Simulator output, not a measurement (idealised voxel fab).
Presented below is a process module, voxel wiring stack.
The cross-section on display is named cut; it measures 205 nm wide, and its cells are 5 nm squares.
When this document writes out a cross-section, it uses a grid of square cells and lists it as bands, beginning at the top and moving down, with a band standing for one or more rows of cells.
This entry defines a band. It first specifies the height of the band's top and the height of its bottom in nm, and then specifies the band's materials from left to right, stating each material with its width in nm. The word "full width" identifies a single material that fills the band from edge to edge, while the word "empty" identifies empty space.
Height datum 0, below which the as-received substrate wafer is one material. Lowest band open at the bottom, running downward: "0..down".
When a width is written as two numbers, as in "30->40", the first number is the width in the top row of cells of the band and the second is the width in its bottom row, and the width changes by the same amount from each row to the next.
What does "nothing was modified" mean for a step? It means no cell of the cross-section changed in that step.
Enclosed voids (no open way to top), threshold 8 cells or more, entry "Sealed void listing", notation width x height at distance, distance from left edge, nm.
On each step's line, the part that comes after the settings is the simulator's own comment on the step.
A step line may carry the setting "overlay nm", which, for steps involving a mask, states the distance by which the mask lay to the right of its intended position; negative values denote displacement to the left.

Process steps (planned)
| 1 | RECEIVE [material Si] |
| 2 | CONFORMAL_DEP [material SiO2] [thk nm 15] |
| 3 | CONFORMAL_DEP [material SiCN] [thk nm 5] |
| 4 | DIRECTIONAL_DEP [material lowk] [thk nm 25] |
| 5 | DIRECTIONAL_DEP [material aC] [thk nm 10] |
| 6 | PATTERN [tone open] [mask id METAL_1] [material resist] [width nm 25] [pitch nm 50] [thk nm 30] [overlay nm 0] |
| 7 | DIRECTIONAL_ETCH [etch materials aC] [depth nm 10] |
| 8 | STRIP [etch materials resist] |
| 9 | DIRECTIONAL_ETCH [etch materials lowk] [depth nm 25] |
| 10 | DIRECTIONAL_ETCH [etch materials SiCN] [depth nm 5] |
| 11 | STRIP [etch materials aC] |
| 12 | CONFORMAL_DEP [material TiN] [thk nm 5] |
| 13 | FILL_DEP [material Cu] [thk nm 10] |
| 14 | CMP [height nm 45] |
| 15 | CONFORMAL_DEP [material SiCN] [thk nm 5] |
| 16 | DIRECTIONAL_DEP [material lowk] [thk nm 15] |
| 17 | DIRECTIONAL_DEP [material aC] [thk nm 15] |
| 18 | PATTERN [tone open] [mask id PLUG_1] [material resist] [width nm 15] [pitch nm 50] [thk nm 30] [overlay nm 0] |
| 19 | DIRECTIONAL_ETCH [etch materials aC] [depth nm 15] |
| 20 | STRIP [etch materials resist] |
| 21 | DIRECTIONAL_ETCH [etch materials lowk] [depth nm 15] |
| 22 | DIRECTIONAL_ETCH [etch materials SiCN] [depth nm 5] |
| 23 | STRIP [etch materials aC] |
| 24 | CONFORMAL_DEP [material TiN] [thk nm 5] |
| 25 | FILL_DEP [material Ru] [thk nm 5] |
| 26 | CMP [height nm 65] |
| 27 | DIRECTIONAL_DEP [material TiN] [thk nm 5] |
| 28 | DIRECTIONAL_DEP [material W] [thk nm 20] |
| 29 | MASKED_ETCH [tone cover] [mask id METAL_2] [width nm 25] [pitch nm 50] [etch materials W] [depth nm 20] [overlay nm 0] |
| 30 | MASKED_ETCH [tone cover] [mask id METAL_2] [width nm 25] [pitch nm 50] [etch materials TiN] [depth nm 5] [overlay nm 0] |
| 31 | FILL_DEP [material SiO2] [thk nm 5] |
| 32 | CMP [height nm 90] |
| 33 | CONFORMAL_DEP [material SiN] [thk nm 5] |

The first wafer of two, processed as planned

Wafer cross-section on receipt, i.e. after step 1
0..down | Si full width
Sealed void listing: none

Wafer xsec, post step 2
15..0 | SiO2 full width
Whatever lies below 0 is exactly as it was before.

Wafer xsec, post step 3
20..15 | SiCN full width
Whatever lies below 15 is exactly as it was before.

Wafer xsec, post step 4
45..20 | lowk full width
Whatever lies below 20 is exactly as it was before.

Wafer xsec, post step 5
55..45 | aC full width
Whatever lies below 45 is exactly as it was before.

Wafer xsec, post step 6
85..55 | 40 nm resist, then 25 nm empty, then 25 nm resist, then 25 nm empty, then 25 nm resist, then 25 nm empty, then 40 nm resist
Whatever lies below 55 is exactly as it was before.

Wafer xsec, post step 7
75..55 | 40 nm resist, then 25 nm empty, then 25 nm resist, then 25 nm empty, then 25 nm resist, then 25 nm empty, then 40 nm resist
55..45 | 40 nm aC, then 25 nm empty, then 25 nm aC, then 25 nm empty, then 25 nm aC, then 25 nm empty, then 40 nm aC
Whatever lies below 45 is exactly as it was before.

Wafer xsec, post step 8
55..45 | 40 nm aC, then 25 nm empty, then 25 nm aC, then 25 nm empty, then 25 nm aC, then 25 nm empty, then 40 nm aC
Whatever lies below 45 is exactly as it was before.

Wafer xsec, post step 9
55..45 | 40 nm aC, then 25 nm empty, then 25 nm aC, then 25 nm empty, then 25 nm aC, then 25 nm empty, then 40 nm aC
45..20 | 40 nm lowk, then 25 nm empty, then 25 nm lowk, then 25 nm empty, then 25 nm lowk, then 25 nm empty, then 40 nm lowk
Whatever lies below 20 is exactly as it was before.

Wafer xsec, post step 10
55..45 | 40 nm aC, then 25 nm empty, then 25 nm aC, then 25 nm empty, then 25 nm aC, then 25 nm empty, then 40 nm aC
45..20 | 40 nm lowk, then 25 nm empty, then 25 nm lowk, then 25 nm empty, then 25 nm lowk, then 25 nm empty, then 40 nm lowk
20..15 | 40 nm SiCN, then 25 nm empty, then 25 nm SiCN, then 25 nm empty, then 25 nm SiCN, then 25 nm empty, then 40 nm SiCN
Whatever lies below 15 is exactly as it was before.

Wafer xsec, post step 11
45..20 | 40 nm lowk, then 25 nm empty, then 25 nm lowk, then 25 nm empty, then 25 nm lowk, then 25 nm empty, then 40 nm lowk
Whatever lies below 20 is exactly as it was before.

Wafer xsec, post step 12
50..45 | 45 nm TiN, then 15 nm empty, then 35 nm TiN, then 15 nm empty, then 35 nm TiN, then 15 nm empty, then 45 nm TiN
45..20 | 40 nm lowk, then 5 nm TiN, then 15 nm empty, then 5 nm TiN, then 25 nm lowk, then 5 nm TiN, then 15 nm empty, then 5 nm TiN, then 25 nm lowk, then 5 nm TiN, then 15 nm empty, then 5 nm TiN, then 40 nm lowk
20..15 | 40 nm SiCN, then 25 nm TiN, then 25 nm SiCN, then 25 nm TiN, then 25 nm SiCN, then 25 nm TiN, then 40 nm SiCN
Whatever lies below 15 is exactly as it was before.

Wafer xsec, post step 13
60..50 | Cu full width
50..45 | 45 nm TiN, then 15 nm Cu, then 35 nm TiN, then 15 nm Cu, then 35 nm TiN, then 15 nm Cu, then 45 nm TiN
45..20 | 40 nm lowk, then 5 nm TiN, then 15 nm Cu, then 5 nm TiN, then 25 nm lowk, then 5 nm TiN, then 15 nm Cu, then 5 nm TiN, then 25 nm lowk, then 5 nm TiN, then 15 nm Cu, then 5 nm TiN, then 40 nm lowk
Whatever lies below 20 is exactly as it was before.

Wafer xsec, post step 14
45..20 | 40 nm lowk, then 5 nm TiN, then 15 nm Cu, then 5 nm TiN, then 25 nm lowk, then 5 nm TiN, then 15 nm Cu, then 5 nm TiN, then 25 nm lowk, then 5 nm TiN, then 15 nm Cu, then 5 nm TiN, then 40 nm lowk
Whatever lies below 20 is exactly as it was before.

Wafer xsec, post step 15
50..45 | SiCN full width
Whatever lies below 45 is exactly as it was before.

Wafer xsec, post step 16
65..50 | lowk full width
Whatever lies below 50 is exactly as it was before.

Wafer xsec, post step 17
80..65 | aC full width
Whatever lies below 65 is exactly as it was before.

Wafer xsec, post step 18
110..80 | 40 nm resist, then 15 nm empty, then 35 nm resist, then 15 nm empty, then 35 nm resist, then 15 nm empty, then 50 nm resist
Whatever lies below 80 is exactly as it was before.

Wafer xsec, post step 19
95..80 | 40 nm resist, then 15 nm empty, then 35 nm resist, then 15 nm empty, then 35 nm resist, then 15 nm empty, then 50 nm resist
80..65 | 40 nm aC, then 15 nm empty, then 35 nm aC, then 15 nm empty, then 35 nm aC, then 15 nm empty, then 50 nm aC
Whatever lies below 65 is exactly as it was before.

Wafer xsec, post step 20
80..65 | 40 nm aC, then 15 nm empty, then 35 nm aC, then 15 nm empty, then 35 nm aC, then 15 nm empty, then 50 nm aC
Whatever lies below 65 is exactly as it was before.

Wafer xsec, post step 21
80..65 | 40 nm aC, then 15 nm empty, then 35 nm aC, then 15 nm empty, then 35 nm aC, then 15 nm empty, then 50 nm aC
65..50 | 40 nm lowk, then 15 nm empty, then 35 nm lowk, then 15 nm empty, then 35 nm lowk, then 15 nm empty, then 50 nm lowk
Whatever lies below 50 is exactly as it was before.

Wafer xsec, post step 22
80..65 | 40 nm aC, then 15 nm empty, then 35 nm aC, then 15 nm empty, then 35 nm aC, then 15 nm empty, then 50 nm aC
65..50 | 40 nm lowk, then 15 nm empty, then 35 nm lowk, then 15 nm empty, then 35 nm lowk, then 15 nm empty, then 50 nm lowk
50..45 | 40 nm SiCN, then 15 nm empty, then 35 nm SiCN, then 15 nm empty, then 35 nm SiCN, then 15 nm empty, then 50 nm SiCN
Whatever lies below 45 is exactly as it was before.

Wafer xsec, post step 23
65..50 | 40 nm lowk, then 15 nm empty, then 35 nm lowk, then 15 nm empty, then 35 nm lowk, then 15 nm empty, then 50 nm lowk
Whatever lies below 50 is exactly as it was before.

Wafer xsec, post step 24
70..65 | 45 nm TiN, then 5 nm empty, then 45 nm TiN, then 5 nm empty, then 45 nm TiN, then 5 nm empty, then 55 nm TiN
65..50 | 40 nm lowk, then 5 nm TiN, then 5 nm empty, then 5 nm TiN, then 35 nm lowk, then 5 nm TiN, then 5 nm empty, then 5 nm TiN, then 35 nm lowk, then 5 nm TiN, then 5 nm empty, then 5 nm TiN, then 50 nm lowk
50..45 | 40 nm SiCN, then 15 nm TiN, then 35 nm SiCN, then 15 nm TiN, then 35 nm SiCN, then 15 nm TiN, then 50 nm SiCN
Whatever lies below 45 is exactly as it was before.

Wafer xsec, post step 25
75..70 | Ru full width
70..65 | 45 nm TiN, then 5 nm Ru, then 45 nm TiN, then 5 nm Ru, then 45 nm TiN, then 5 nm Ru, then 55 nm TiN
65..50 | 40 nm lowk, then 5 nm TiN, then 5 nm Ru, then 5 nm TiN, then 35 nm lowk, then 5 nm TiN, then 5 nm Ru, then 5 nm TiN, then 35 nm lowk, then 5 nm TiN, then 5 nm Ru, then 5 nm TiN, then 50 nm lowk
Whatever lies below 50 is exactly as it was before.

Wafer xsec, post step 26
65..50 | 40 nm lowk, then 5 nm TiN, then 5 nm Ru, then 5 nm TiN, then 35 nm lowk, then 5 nm TiN, then 5 nm Ru, then 5 nm TiN, then 35 nm lowk, then 5 nm TiN, then 5 nm Ru, then 5 nm TiN, then 50 nm lowk
Whatever lies below 50 is exactly as it was before.

Wafer xsec, post step 27
70..65 | TiN full width
Whatever lies below 65 is exactly as it was before.

Wafer xsec, post step 28
90..70 | W full width
Whatever lies below 70 is exactly as it was before.

Wafer xsec, post step 29
90..70 | 40 nm empty, then 25 nm W, then 25 nm empty, then 25 nm W, then 25 nm empty, then 25 nm W, then 40 nm empty
Whatever lies below 70 is exactly as it was before.

Wafer xsec, post step 30
90..70 | 40 nm empty, then 25 nm W, then 25 nm empty, then 25 nm W, then 25 nm empty, then 25 nm W, then 40 nm empty
70..65 | 40 nm empty, then 25 nm TiN, then 25 nm empty, then 25 nm TiN, then 25 nm empty, then 25 nm TiN, then 40 nm empty
Whatever lies below 65 is exactly as it was before.

Wafer xsec, post step 31
95..90 | SiO2 full width
90..70 | 40 nm SiO2, then 25 nm W, then 25 nm SiO2, then 25 nm W, then 25 nm SiO2, then 25 nm W, then 40 nm SiO2
70..65 | 40 nm SiO2, then 25 nm TiN, then 25 nm SiO2, then 25 nm TiN, then 25 nm SiO2, then 25 nm TiN, then 40 nm SiO2
Whatever lies below 65 is exactly as it was before.

Wafer xsec, post step 32
90..70 | 40 nm SiO2, then 25 nm W, then 25 nm SiO2, then 25 nm W, then 25 nm SiO2, then 25 nm W, then 40 nm SiO2
Whatever lies below 70 is exactly as it was before.

Wafer xsec, post step 33
95..90 | SiN full width
Whatever lies below 90 is exactly as it was before.

Notes, second wafer: start = first wafer's, plan = first wafer's, execution had one mistake; history identical to first through step 15

Second wafer, cut view, end of step 16 per plan
65..50 | Cu full width
Whatever lies below 50 is exactly as it was before.

Second wafer, cut view, end of step 17 per plan
80..65 | aC full width
Whatever lies below 65 is exactly as it was before.

Second wafer, cut view, end of step 18 per plan
110..80 | 40 nm resist, then 15 nm empty, then 35 nm resist, then 15 nm empty, then 35 nm resist, then 15 nm empty, then 50 nm resist
Whatever lies below 80 is exactly as it was before.

Second wafer, cut view, end of step 19 per plan
95..80 | 40 nm resist, then 15 nm empty, then 35 nm resist, then 15 nm empty, then 35 nm resist, then 15 nm empty, then 50 nm resist
80..65 | 40 nm aC, then 15 nm empty, then 35 nm aC, then 15 nm empty, then 35 nm aC, then 15 nm empty, then 50 nm aC
Whatever lies below 65 is exactly as it was before.

Second wafer, cut view, end of step 20 per plan
80..65 | 40 nm aC, then 15 nm empty, then 35 nm aC, then 15 nm empty, then 35 nm aC, then 15 nm empty, then 50 nm aC
Whatever lies below 65 is exactly as it was before.

Second wafer, cut view, end of step 21 per plan: nothing was modified

Second wafer, cut view, end of step 22 per plan: nothing was modified

Second wafer, cut view, end of step 23 per plan
65..50 | Cu full width
Whatever lies below 50 is exactly as it was before.

Second wafer, cut view, end of step 24 per plan
70..65 | TiN full width
Whatever lies below 65 is exactly as it was before.

Second wafer, cut view, end of step 25 per plan
75..70 | Ru full width
Whatever lies below 70 is exactly as it was before.

Second wafer, cut view, end of step 26 per plan
65..50 | Cu full width
Whatever lies below 50 is exactly as it was before.

Second wafer, cut view, end of step 27 per plan
70..65 | TiN full width
Whatever lies below 65 is exactly as it was before.

Second wafer, cut view, end of step 28 per plan
90..70 | W full width
Whatever lies below 70 is exactly as it was before.

Second wafer, cut view, end of step 29 per plan
90..70 | 40 nm empty, then 25 nm W, then 25 nm empty, then 25 nm W, then 25 nm empty, then 25 nm W, then 40 nm empty
Whatever lies below 70 is exactly as it was before.

Second wafer, cut view, end of step 30 per plan
90..70 | 40 nm empty, then 25 nm W, then 25 nm empty, then 25 nm W, then 25 nm empty, then 25 nm W, then 40 nm empty
70..65 | 40 nm empty, then 25 nm TiN, then 25 nm empty, then 25 nm TiN, then 25 nm empty, then 25 nm TiN, then 40 nm empty
Whatever lies below 65 is exactly as it was before.

Second wafer, cut view, end of step 31 per plan
95..90 | SiO2 full width
90..70 | 40 nm SiO2, then 25 nm W, then 25 nm SiO2, then 25 nm W, then 25 nm SiO2, then 25 nm W, then 40 nm SiO2
70..65 | 40 nm SiO2, then 25 nm TiN, then 25 nm SiO2, then 25 nm TiN, then 25 nm SiO2, then 25 nm TiN, then 40 nm SiO2
Whatever lies below 65 is exactly as it was before.

Second wafer, cut view, end of step 32 per plan
90..70 | 40 nm SiO2, then 25 nm W, then 25 nm SiO2, then 25 nm W, then 25 nm SiO2, then 25 nm W, then 40 nm SiO2
Whatever lies below 70 is exactly as it was before.

Second wafer, cut view, end of step 33 per plan
95..90 | SiN full width
Whatever lies below 90 is exactly as it was before.
Error vs. plan: step 16: run off-plan, actual operation and settings DIRECTIONAL_DEP [material Cu] [thk nm 15]
Bottom line after processing is that, in cells, the second wafer is up or down on some materials versus the first: Cu +123 | Ru -9 | SiCN +9 | TiN -27 | lowk -96
